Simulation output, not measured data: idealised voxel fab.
A process module follows: voxel transistor to metal.
Square cell edge 5 nm, section width 180 nm, ID cut.
A cross-section is written here as square cells arranged in a grid, and it is given in bands from the top down, each band taking up one or more rows of cells.
It is stipulated that each band's entry specify, in nanometres, the height of the top of the band and then that of its bottom, followed by the materials of the band in left-to-right sequence, each together with its width in nanometres. A single material marked by the word "full width" is understood to fill the band from edge to edge; the word "blank" is understood to denote empty space.
The reference from which all heights are counted is 0, the level beneath which the as-received wafer is entirely one material; the lowest band, having no lower bound, proceeds downward and is written after the example "0 down".
Note: "30..40" means the width goes from the first number (top row of the band) to the second number (bottom row) in equal steps per row of cells.
You'll sometimes find "all unchanged" written for a step, and that's the way of saying that nowhere in the cross-section did a cell change during that step.
Under "Entrapped voids" you'll find the enclosed gaps, the ones with no way out to the top, that are 8 cells or bigger; each reads width x height at distance, with distance counted from the left edge, everything in nm.
Post-settings text on a step line: simulator's own remark regarding the step.
overlay nm: step with mask; distance mask lay right of planned place; negative value = left of planned place.
**Planned process steps**
step 1: RECEIVE (material Si)
step 2: CONFORMAL_DEP (material SiO2; thk nm 5)
step 3: CONFORMAL_DEP (material SiN; thk nm 10)
step 4: MASKED_ETCH (tone cover; mask id ACTIVE; width nm 110; etch materials SiN; depth nm 10; overlay nm 0)
step 5: MASKED_ETCH (tone cover; mask id ACTIVE; width nm 110; etch materials SiO2; depth nm 5; overlay nm 0)
step 6: MASKED_ETCH (tone cover; mask id ACTIVE; width nm 110; etch materials Si; depth nm 30; overlay nm 0)
step 7: OXIDIZE (depth nm 5)
step 8: FILL_DEP (material SiO2; thk nm 5)
step 9: CMP (height nm 15)
step 10: SELECTIVE_ETCH (etch materials SiO2; depth nm 10)
step 11: STRIP (etch materials SiN)
step 12: SELECTIVE_ETCH (etch materials SiO2; depth nm 5)
step 13: OXIDIZE (depth nm 5)
step 14: DIRECTIONAL_DEP (material polySi; thk nm 20)
step 15: DIRECTIONAL_DEP (material SiCN; thk nm 10)
step 16: PATTERN (tone cover; mask id GATE; material resist; width nm 30; thk nm 15; overlay nm 0)
step 17: DIRECTIONAL_ETCH (etch materials SiCN; depth nm 20)
step 18: DIRECTIONAL_ETCH (etch materials polySi; depth nm 30)
step 19: STRIP (etch materials resist)
step 20: CONFORMAL_DEP (material SiN; thk nm 10)
step 21: DIRECTIONAL_ETCH (etch materials SiN; depth nm 10)
step 22: DIRECTIONAL_ETCH (etch materials SiO2; depth nm 5)
step 23: EPI (material pSi; thk nm 5)
step 24: FILL_DEP (material SiO2; thk nm 10)
step 25: CMP (height nm 20)
step 26: STRIP (etch materials polySi)
step 27: SELECTIVE_ETCH (etch materials SiO2; depth nm 5)
step 28: CONFORMAL_DEP (material HfO2; thk nm 5)
step 29: CONFORMAL_DEP (material TiN; thk nm 5)
step 30: FILL_DEP (material W; thk nm 10)
step 31: CMP (height nm 15)
step 32: DIRECTIONAL_DEP (material SiO2; thk nm 10)
step 33: MASKED_ETCH (tone open; mask id CONTACT; width nm 20; pitch nm 80; etch materials SiO2; depth nm 25; overlay nm 0)
step 34: CONFORMAL_DEP (material TiN; thk nm 5)
step 35: FILL_DEP (material Ru; thk nm 5)
step 36: CMP (height nm 25)
step 37: CONFORMAL_DEP (material SiN; thk nm 5)
step 38: DIRECTIONAL_DEP (material lowk; thk nm 20)
step 39: DIRECTIONAL_DEP (material aC; thk nm 15)
step 40: PATTERN (tone open; mask id METAL_1; material resist; width nm 20; pitch nm 80; thk nm 30; overlay nm 0)
step 41: DIRECTIONAL_ETCH (etch materials aC; depth nm 15)
step 42: STRIP (etch materials resist)
step 43: DIRECTIONAL_ETCH (etch materials lowk; depth nm 20)
step 44: DIRECTIONAL_ETCH (etch materials SiN; depth nm 5)
step 45: STRIP (etch materials aC)
step 46: CONFORMAL_DEP (material TiN; thk nm 5)
step 47: FILL_DEP (material Cu; thk nm 5)
step 48: CMP (height nm 50)
step 49: CONFORMAL_DEP (material SiCN; thk nm 5)
step 50: DIRECTIONAL_DEP (material SiO2; thk nm 30)
step 51: MASKED_ETCH (tone open; mask id METAL_2_HOLES; width nm 15; pitch nm 80; etch materials SiO2; depth nm 30; overlay nm 0)
step 52: MASKED_ETCH (tone open; mask id METAL_2; width nm 20; pitch nm 80; etch materials SiO2; depth nm 20; overlay nm 0)
step 53: MASKED_ETCH (tone open; mask id METAL_2; width nm 20; pitch nm 80; etch materials SiCN; depth nm 5; overlay nm 0)
step 54: CONFORMAL_DEP (material TiN; thk nm 5)
step 55: FILL_DEP (material Ru; thk nm 10)
step 56: CMP (height nm 85)
step 57: CONFORMAL_DEP (material SiN; thk nm 5)
**Step 1 complete: cross-section of the wafer as received**
  0 down = Si full width
  Entrapped voids: none
**The cross-section shown corresponds to the wafer at the conclusion of the module. The initial structure and the process plan are those presented above; however, one mistake occurred in executing the plan**
  90 to 85 = SiN full width
  85 to 70 = SiO2 (40); TiN (5); Ru (5); TiN (5); SiO2 (65); TiN (5); Ru (5); TiN (5); SiO2 (45)
  70 to 65 = SiO2 (40); TiN (15); SiO2 (65); TiN (15); SiO2 (45)
  65 to 55 = SiO2 full width
  55 to 50 = SiCN full width
  50 to 30 = lowk (40); TiN (5); Cu (10); TiN (5); lowk (60); TiN (5); Cu (10); TiN (5); lowk (40)
  30 to 25 = SiN (40); TiN (20); SiN (60); TiN (20); SiN (40)
  25 to 15 = SiO2 (40); TiN (5); Ru (10); TiN (5); SiO2 (60); TiN (5); Ru (10); TiN (5); SiO2 (40)
  15 to 5 = SiO2 (40); TiN (5); Ru (10); TiN (5); SiO2 (5); SiN (10); HfO2 (5); TiN (5); W (10); TiN (5); HfO2 (5); SiN (10); SiO2 (5); TiN (5); Ru (10); TiN (5); SiO2 (40)
  5 to 0 = SiO2 (40); TiN (20); SiO2 (5); SiN (10); HfO2 (5); TiN (20); HfO2 (5); SiN (10); SiO2 (5); TiN (20); SiO2 (40)
  0 to -5 = SiO2 (35); pSi (30); SiO2 (5); HfO2 (40); SiO2 (5); pSi (30); SiO2 (35)
  -5 to -35 = SiO2 (40); Si (100); SiO2 (40)
  -35 down = Si full width
  Entrapped voids: none
Which mistake was made when the wafer was run? in the plan, step 50 was performed twice
